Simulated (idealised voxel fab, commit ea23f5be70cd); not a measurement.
Process module name: voxel transistor to metal
Cross-section cut spans 215 nm and uses square cells 5 nm in size.
Heads up, the way a cross-section reads in here is a grid of square cells, handed over as bands from the top down, with every band being one or more rows of cells.
The band entry comprises the height of the band's top followed by the height of its bottom, expressed in nm, and subsequently the band's materials from left to right, each stated together with its width in nm. Where a single material is marked with the word "everywhere", that material fills the band from edge to edge. The word "blank" represents empty space.
Height reference: 0 = level under which incoming wafer is all one material. Lowest band: no bottom, runs on downward, e.g. "0 down".
The expression "30 to 40" gives the width at the extremes of the band, the first number at its top row of cells and the second at its bottom row, with the width changing by equal amounts from each row to the next in between.
Reading "no change" for a step: not a cell of the cross-section changed in it.
"Cavities, sealed": sealed empty spaces, 8 cells or more, no open way to top, listed width x height at distance, with distance from the left edge and width, height and distance in nm.
Post-settings text on a step line: simulator's own remark regarding the step.
You can add "overlay nm" to a step's line. For a step with a mask, it describes how far the mask lay to the right of its planned position, and a negative number describes a lay to the left.

-- plan
1. RECEIVE, material Si
2. CONFORMAL_DEP, material SiO2, thk nm 5
3. CONFORMAL_DEP, material SiN, thk nm 15
4. PATTERN, tone cover, mask id ACTIVE, material resist, width nm 110, thk nm 15, overlay nm 0
5. DIRECTIONAL_ETCH, etch materials SiN, depth nm 15
6. DIRECTIONAL_ETCH, etch materials SiO2, depth nm 5
7. DIRECTIONAL_ETCH, etch materials Si, depth nm 20
8. STRIP, etch materials resist
9. OXIDIZE, depth nm 5
10. FILL_DEP, material SiO2, thk nm 15
11. CMP, height nm 20
12. SELECTIVE_ETCH, etch materials SiO2, depth nm 10
13. STRIP, etch materials SiN
14. SELECTIVE_ETCH, etch materials SiO2, depth nm 5
15. OXIDIZE, depth nm 5
16. DIRECTIONAL_DEP, material polySi, thk nm 25
17. DIRECTIONAL_DEP, material SiCN, thk nm 10
18. MASKED_ETCH, tone cover, mask id GATE, width nm 20, etch materials SiCN, depth nm 20, overlay nm 0
19. MASKED_ETCH, tone cover, mask id GATE, width nm 20, etch materials polySi, depth nm 35, overlay nm 0
20. CONFORMAL_DEP, material SiO2, thk nm 5
21. DIRECTIONAL_ETCH, etch materials SiO2, depth nm 5
22. CONFORMAL_DEP, material SiN, thk nm 5
23. DIRECTIONAL_ETCH, etch materials SiN, depth nm 5
24. DIRECTIONAL_ETCH, etch materials SiO2, depth nm 5
25. DIRECTIONAL_ETCH, etch materials Si, depth nm 10
26. EPI, material SiGe, thk nm 15
27. FILL_DEP, material SiO2, thk nm 5
28. CMP, height nm 35
29. DIRECTIONAL_DEP, material SiO2, thk nm 15
30. DIRECTIONAL_DEP, material aC, thk nm 10
31. PATTERN, tone open, mask id CONTACT, material resist, width nm 20, pitch nm 70, thk nm 30, overlay nm 0
32. DIRECTIONAL_ETCH, etch materials aC, depth nm 10
33. STRIP, etch materials resist
34. DIRECTIONAL_ETCH, etch materials SiO2, depth nm 50
35. STRIP, etch materials aC
36. CONFORMAL_DEP, material TiN, thk nm 5
37. FILL_DEP, material W, thk nm 10
38. CMP, height nm 50
39. DIRECTIONAL_DEP, material TiN, thk nm 5
40. DIRECTIONAL_DEP, material Ru, thk nm 25
41. DIRECTIONAL_DEP, material aC, thk nm 15
42. PATTERN, tone cover, mask id METAL_1, material resist, width nm 20, pitch nm 70, thk nm 35, overlay nm 0
43. DIRECTIONAL_ETCH, etch materials aC, depth nm 15
44. STRIP, etch materials resist
45. DIRECTIONAL_ETCH, etch materials Ru, depth nm 25
46. DIRECTIONAL_ETCH, etch materials TiN, depth nm 5
47. STRIP, etch materials aC
48. FILL_DEP, material lowk, thk nm 10
49. CMP, height nm 80
50. CONFORMAL_DEP, material SiCN, thk nm 5

-- Wafer at receipt (post step 1), cross-section
- 0 down | Si everywhere
- Cavities, sealed: none

-- As-planned run: cross-section of the first of two wafers at end of module
- 85 to 80 | SiCN everywhere
- 80 to 55 | lowk=60 / Ru=20 / lowk=50 / Ru=20 / lowk=65
- 55 to 50 | lowk=60 / TiN=20 / lowk=50 / TiN=20 / lowk=65
- 50 to 35 | SiO2=60 / TiN=5 / W=10 / TiN=5 / SiO2=50 / TiN=5 / W=10 / TiN=5 / SiO2=65
- 35 to 25 | SiO2=60 / TiN=5 / W=10 / TiN=5 / SiO2=5 / SiN=5 / SiO2=5 / SiCN=20 / SiO2=5 / SiN=5 / SiO2=5 / TiN=5 / W=10 / TiN=5 / SiO2=65
- 25 to 15 | SiO2=60 / TiN=5 / W=10 / TiN=5 / SiO2=5 / SiN=5 / SiO2=5 / polySi=20 / SiO2=5 / SiN=5 / SiO2=5 / TiN=5 / W=10 / TiN=5 / SiO2=65
- 15 to 10 | SiO2=60 / TiN=20 / SiO2=5 / SiN=5 / SiO2=5 / polySi=20 / SiO2=5 / SiN=5 / SiO2=5 / TiN=20 / SiO2=65
- 10 to 5 | SiO2=60 / TiN=10 / SiGe=15 / SiN=5 / SiO2=5 / polySi=20 / SiO2=5 / SiN=5 / SiGe=15 / TiN=10 / SiO2=65
- 5 to 0 | SiO2=50 / SiN=5 / SiO2=5 / TiN=10 / SiGe=15 / SiN=5 / SiO2=5 / polySi=20 / SiO2=5 / SiN=5 / SiGe=15 / TiN=10 / SiO2=5 / SiN=5 / SiO2=55
- 0 to -5 | SiO2=55 / SiGe=30 / SiO2=40 / SiGe=30 / SiO2=60
- -5 to -15 | SiO2=55 / SiGe=30 / Si=40 / SiGe=30 / SiO2=60
- -15 to -25 | SiO2=55 / Si=100 / SiO2=60
- -25 down | Si everywhere
- Cavities, sealed: none

-- End of module, second wafer, cross-section. Started like the first, planned like the first, run with one mistake
- 85 to 80 | SiCN everywhere
- 80 to 55 | lowk=65 / Ru=15 / lowk=55 / Ru=15 / lowk=65
- 55 to 50 | lowk=65 / TiN=15 / lowk=55 / TiN=15 / lowk=65
- 50 to 35 | SiO2=60 / TiN=5 / W=10 / TiN=5 / SiO2=50 / TiN=5 / W=10 / TiN=5 / SiO2=65
- 35 to 25 | SiO2=60 / TiN=5 / W=10 / TiN=5 / SiO2=5 / SiN=5 / SiO2=5 / SiCN=20 / SiO2=5 / SiN=5 / SiO2=5 / TiN=5 / W=10 / TiN=5 / SiO2=65
- 25 to 15 | SiO2=60 / TiN=5 / W=10 / TiN=5 / SiO2=5 / SiN=5 / SiO2=5 / polySi=20 / SiO2=5 / SiN=5 / SiO2=5 / TiN=5 / W=10 / TiN=5 / SiO2=65
- 15 to 10 | SiO2=60 / TiN=20 / SiO2=5 / SiN=5 / SiO2=5 / polySi=20 / SiO2=5 / SiN=5 / SiO2=5 / TiN=20 / SiO2=65
- 10 to 5 | SiO2=60 / TiN=10 / SiGe=15 / SiN=5 / SiO2=5 / polySi=20 / SiO2=5 / SiN=5 / SiGe=15 / TiN=10 / SiO2=65
- 5 to 0 | SiO2=50 / SiN=5 / SiO2=5 / TiN=10 / SiGe=15 / SiN=5 / SiO2=5 / polySi=20 / SiO2=5 / SiN=5 / SiGe=15 / TiN=10 / SiO2=5 / SiN=5 / SiO2=55
- 0 to -5 | SiO2=55 / SiGe=30 / SiO2=40 / SiGe=30 / SiO2=60
- -5 to -15 | SiO2=55 / SiGe=30 / Si=40 / SiGe=30 / SiO2=60
- -15 to -25 | SiO2=55 / Si=100 / SiO2=60
- -25 down | Si everywhere
- Cavities, sealed: none
Processing error: step 42 ran as: PATTERN, tone cover, mask id METAL_1, material resist, width nm 15, pitch nm 70, thk nm 35, overlay nm 0
Looking at both finished wafers in cells, the second ends up ahead of or behind the first on some materials: 10 fewer of Ru | 2 fewer of TiN | 12 more of lowk
